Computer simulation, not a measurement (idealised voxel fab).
The following process module bears the name voxel gate over fins.
It is cross-section cut that appears here, measuring 280 nm in width, its square cells being 5 nm in size.
In what follows, cross-sections appear as grids of square cells, described through bands that run from the top down, where every band is one or more rows of cells.
Band entry format. Leading values: height of top, height of bottom, nm. Remainder: materials in left-to-right order, each with its width in nm. Special words: "all across" on a single material, which then fills the band edge to edge; "air", empty space.
Ref level 0: as-received wafer is one material below here. Bottom band extends down with no lower bound ("0 nm and below").
Per-row width for "30..40": begins at first number (top row of band), ends at second number (bottom row), increment between rows held constant.
Where a step carries "everything unchanged", the cross-section came out of it unchanged, cell for cell.
This entry, "Voids, fully enclosed", enumerates those empty regions of no fewer than 8 cells that possess no open connection to the top. Each region is reported in the form width x height at distance, the distance being taken from the left edge, with all three quantities expressed in nm.
On a step's line, text after the settings is the simulator commenting on that step.
overlay nm: for a step with a mask, the amount by which the mask lay right of where it was planned; a negative amount means left of it.

[List of planned process steps]
1. RECEIVE with material Si
2. CONFORMAL_DEP with material SiN, thk nm 10
3. DIRECTIONAL_DEP with material aC, thk nm 15
4. PATTERN with tone cover, mask id FINS, material resist, width nm 15, pitch nm 50, thk nm 30, overlay nm 0
5. DIRECTIONAL_ETCH with etch materials aC, depth nm 15
6. STRIP with etch materials resist
7. DIRECTIONAL_ETCH with etch materials SiN, depth nm 10
8. DIRECTIONAL_ETCH with etch materials Si, depth nm 30
9. STRIP with etch materials aC
10. OXIDIZE with depth nm 5
11. FILL_DEP with material SiO2, thk nm 15
12. CMP with height nm 10
13. MASKED_ETCH with tone open, mask id RAIL, width nm 15, etch materials SiO2, depth nm 35, overlay nm 0
14. CONFORMAL_DEP with material TiN, thk nm 5
15. FILL_DEP with material W, thk nm 5
16. CMP with height nm 10
17. SELECTIVE_ETCH with etch materials W Ru TiN, depth nm 25
18. FILL_DEP with material SiO2, thk nm 5
19. CMP with height nm 10
20. SELECTIVE_ETCH with etch materials SiO2, depth nm 20
21. STRIP with etch materials SiN
22. CONFORMAL_DEP with material HfO2, thk nm 5
23. CONFORMAL_DEP with material TiN, thk nm 5
24. FILL_DEP with material W, thk nm 15
25. CMP with height nm 20
26. CONFORMAL_DEP with material SiN, thk nm 5

[Cross-section: wafer on arrival = after step 1]
    0 nm and below = Si all across
    Voids, fully enclosed: none

[The first of the two wafers as seen in cross-section once the module was finished; processing followed the plan]
    25 nm to 20 nm = SiN all across
    20 nm to 10 nm = W all across
    10 nm to 5 nm = 50 W, 25 TiN, 25 W, 25 TiN, 25 W, 25 TiN, 25 W, 25 TiN, 55 W
    5 nm to 0 nm = 50 W, 5 TiN, 15 HfO2, 5 TiN, 25 W, 5 TiN, 15 HfO2, 5 TiN, 25 W, 5 TiN, 15 HfO2, 5 TiN, 25 W, 5 TiN, 15 HfO2, 5 TiN, 55 W
    0 nm to -5 nm = 55 TiN, 5 HfO2, 5 Si, 5 HfO2, 35 TiN, 5 HfO2, 5 Si, 5 HfO2, 35 TiN, 5 HfO2, 5 Si, 5 HfO2, 35 TiN, 5 HfO2, 5 Si, 5 HfO2, 60 TiN
    -5 nm to -10 nm = 60 HfO2, 5 Si, 45 HfO2, 5 Si, 45 HfO2, 5 Si, 45 HfO2, 5 Si, 65 HfO2
    -10 nm to -15 nm = 60 SiO2, 5 Si, 45 SiO2, 5 Si, 45 SiO2, 5 Si, 45 SiO2, 5 Si, 65 SiO2
    -15 nm to -20 nm = 60 SiO2, 5 Si, 15 SiO2, 5 TiN, 5 W, 5 TiN, 15 SiO2, 5 Si, 45 SiO2, 5 Si, 45 SiO2, 5 Si, 65 SiO2
    -20 nm to -25 nm = 60 SiO2, 5 Si, 15 SiO2, 15 TiN, 15 SiO2, 5 Si, 45 SiO2, 5 Si, 45 SiO2, 5 Si, 65 SiO2
    -25 nm to -35 nm = 60 SiO2, 5 Si, 45 SiO2, 5 Si, 45 SiO2, 5 Si, 45 SiO2, 5 Si, 65 SiO2
    -35 nm and below = Si all across
    Voids, fully enclosed: none

[Cross-section, wafer two of two, end of module: same start and plan as wafer one, one error in execution]
    25 nm to 20 nm = SiN all across
    20 nm to 10 nm = W all across
    10 nm to 5 nm = 50 W, 25 TiN, 25 W, 25 TiN, 25 W, 25 TiN, 25 W, 25 TiN, 55 W
    5 nm to 0 nm = 50 W, 5 TiN, 15 HfO2, 5 TiN, 25 W, 5 TiN, 15 HfO2, 5 TiN, 25 W, 5 TiN, 15 HfO2, 5 TiN, 25 W, 5 TiN, 15 HfO2, 5 TiN, 55 W
    0 nm to -5 nm = 55 TiN, 5 HfO2, 5 Si, 5 HfO2, 35 TiN, 5 HfO2, 5 Si, 5 HfO2, 35 TiN, 5 HfO2, 5 Si, 5 HfO2, 35 TiN, 5 HfO2, 5 Si, 5 HfO2, 60 TiN
    -5 nm to -10 nm = 60 HfO2, 5 Si, 45 HfO2, 5 Si, 45 HfO2, 5 Si, 45 HfO2, 5 Si, 65 HfO2
    -10 nm to -15 nm = 60 SiO2, 5 Si, 45 SiO2, 5 Si, 45 SiO2, 5 Si, 45 SiO2, 5 Si, 65 SiO2
    -15 nm to -20 nm = 60 SiO2, 5 Si, 10 SiO2, 5 TiN, 15 W, 5 TiN, 10 SiO2, 5 Si, 45 SiO2, 5 Si, 45 SiO2, 5 Si, 65 SiO2
    -20 nm to -25 nm = 60 SiO2, 5 Si, 10 SiO2, 25 TiN, 10 SiO2, 5 Si, 45 SiO2, 5 Si, 45 SiO2, 5 Si, 65 SiO2
    -25 nm to -35 nm = 60 SiO2, 5 Si, 45 SiO2, 5 Si, 45 SiO2, 5 Si, 45 SiO2, 5 Si, 65 SiO2
    -35 nm and below = Si all across
    Voids, fully enclosed: none
Finding, execution versus plan: planned and actual differ for step 13; actual: MASKED_ETCH with tone open, mask id RAIL, width nm 25, etch materials SiO2, depth nm 35, overlay nm 0
The closing comparison, in cells, has the second wafer with more or fewer of some materials than the first: -4 SiO2, +2 TiN, +2 W
